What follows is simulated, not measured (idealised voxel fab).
Process module, titled voxel wiring stack
Section cut is 185 nm wide and gridded with 5 nm square cells.
Format of a cross-section: grid, square cells. Given as bands. Order: top down. Band: one or more rows of cells.
Each band's line starts with the height of the band's top and of its bottom, in nm. Then come its materials from left to right, each with its width in nm. One material with "throughout" fills the band from edge to edge. "empty" is empty space.
For the purposes of this specification, 0 denotes the height below which the wafer in its as-received condition is composed wholly of one material, and the lowermost band, lacking a lower limit, extends downward without end, as expressed in "0 -> down".
Graded width ("30..40"): value in top row of band = first number; value in bottom row = second number; row-to-row change constant.
Key: "nothing different" - step with no changed cell in the cross-section.
Enclosed voids (no open way to top), threshold 8 cells or more, entry "Fully sealed cavities", notation width x height at distance, distance from left edge, nm.
On each step's line, the part that comes after the settings is the simulator's own comment on the step.
The "overlay nm" setting may appear on a step's line; for a step that uses a mask, it gives how far to the right of its planned position the mask lay, and a negative value indicates the left.
### Listed below are the process steps as planned
1. op RECEIVE | material Si
2. op CONFORMAL_DEP | material SiO2 | thk nm 15
3. op CONFORMAL_DEP | material SiCN | thk nm 5
4. op DIRECTIONAL_DEP | material SiO2 | thk nm 20
5. op MASKED_ETCH | tone open | mask id METAL_1 | width nm 30 | pitch nm 60 | etch materials SiO2 | depth nm 20 | overlay nm 0
6. op MASKED_ETCH | tone open | mask id METAL_1 | width nm 30 | pitch nm 60 | etch materials SiCN | depth nm 5 | overlay nm 0
7. op CONFORMAL_DEP | material TiN | thk nm 5
8. op FILL_DEP | material Ru | thk nm 10
9. op CMP | height nm 40
10. op CONFORMAL_DEP | material SiCN | thk nm 5
11. op DIRECTIONAL_DEP | material SiO2 | thk nm 25
12. op PATTERN | tone open | mask id METAL_2 | material resist | width nm 30 | pitch nm 60 | thk nm 15 | overlay nm 0
13. op DIRECTIONAL_ETCH | etch materials SiO2 | depth nm 15
14. op STRIP | etch materials resist
15. op MASKED_ETCH | tone open | mask id METAL_2_HOLES | width nm 15 | pitch nm 60 | etch materials SiO2 | depth nm 10 | overlay nm 0
16. op MASKED_ETCH | tone open | mask id METAL_2_HOLES | width nm 15 | pitch nm 60 | etch materials SiCN | depth nm 5 | overlay nm 0
17. op CONFORMAL_DEP | material TiN | thk nm 5
18. op FILL_DEP | material Cu | thk nm 10
19. op CMP | height nm 70
20. op CONFORMAL_DEP | material SiCN | thk nm 5
21. op DIRECTIONAL_DEP | material SiO2 | thk nm 35
22. op MASKED_ETCH | tone open | mask id METAL_3_HOLES | width nm 15 | pitch nm 120 | etch materials SiO2 | depth nm 35 | overlay nm 0
23. op MASKED_ETCH | tone open | mask id METAL_3 | width nm 30 | pitch nm 60 | etch materials SiO2 | depth nm 20 | overlay nm 0
24. op MASKED_ETCH | tone open | mask id METAL_3 | width nm 30 | pitch nm 60 | etch materials SiCN | depth nm 5 | overlay nm 0
25. op CONFORMAL_DEP | material TiN | thk nm 5
26. op FILL_DEP | material Ru | thk nm 5
27. op CMP | height nm 110
28. op CONFORMAL_DEP | material SiCN | thk nm 5
### Step 1 complete: cross-section of the wafer as received
    0 -> down = Si throughout
    Fully sealed cavities: none
### Final cross-section, module run with one mistake (start and plan as above)
    115 -> 110 = SiCN throughout
    110 -> 95 = SiO2=15, then TiN=5, then Ru=20, then TiN=5, then SiO2=30, then TiN=5, then Ru=20, then TiN=5, then SiO2=30, then TiN=5, then Ru=20, then TiN=5, then SiO2=20
    95 -> 90 = SiO2=15, then TiN=5, then Ru=5, then TiN=20, then SiO2=30, then TiN=30, then SiO2=30, then TiN=5, then Ru=5, then TiN=20, then SiO2=20
    90 -> 75 = SiO2=15, then TiN=5, then Ru=5, then TiN=5, then SiO2=105, then TiN=5, then Ru=5, then TiN=5, then SiO2=35
    75 -> 70 = SiCN=15, then TiN=15, then SiCN=105, then TiN=15, then SiCN=35
    70 -> 60 = SiO2=15, then TiN=5, then Cu=5, then TiN=5, then SiO2=45, then TiN=5, then Cu=5, then TiN=5, then SiO2=45, then TiN=5, then Cu=5, then TiN=5, then SiO2=35
    60 -> 55 = SiCN=15, then TiN=15, then SiCN=45, then TiN=15, then SiCN=45, then TiN=15, then SiCN=35
    55 -> 45 = Ru throughout
    45 -> 40 = TiN=20, then Ru=20, then TiN=40, then Ru=20, then TiN=40, then Ru=20, then TiN=25
    40 -> 20 = SiO2=15, then TiN=5, then Ru=20, then TiN=5, then SiO2=30, then TiN=5, then Ru=20, then TiN=5, then SiO2=30, then TiN=5, then Ru=20, then TiN=5, then SiO2=20
    20 -> 15 = SiCN=15, then TiN=30, then SiCN=30, then TiN=30, then SiCN=30, then TiN=30, then SiCN=20
    15 -> 0 = SiO2 throughout
    0 -> down = Si throughout
    Fully sealed cavities: none
Deviation noted in wafer processing: with respect to the plan, step 9 was omitted and not executed
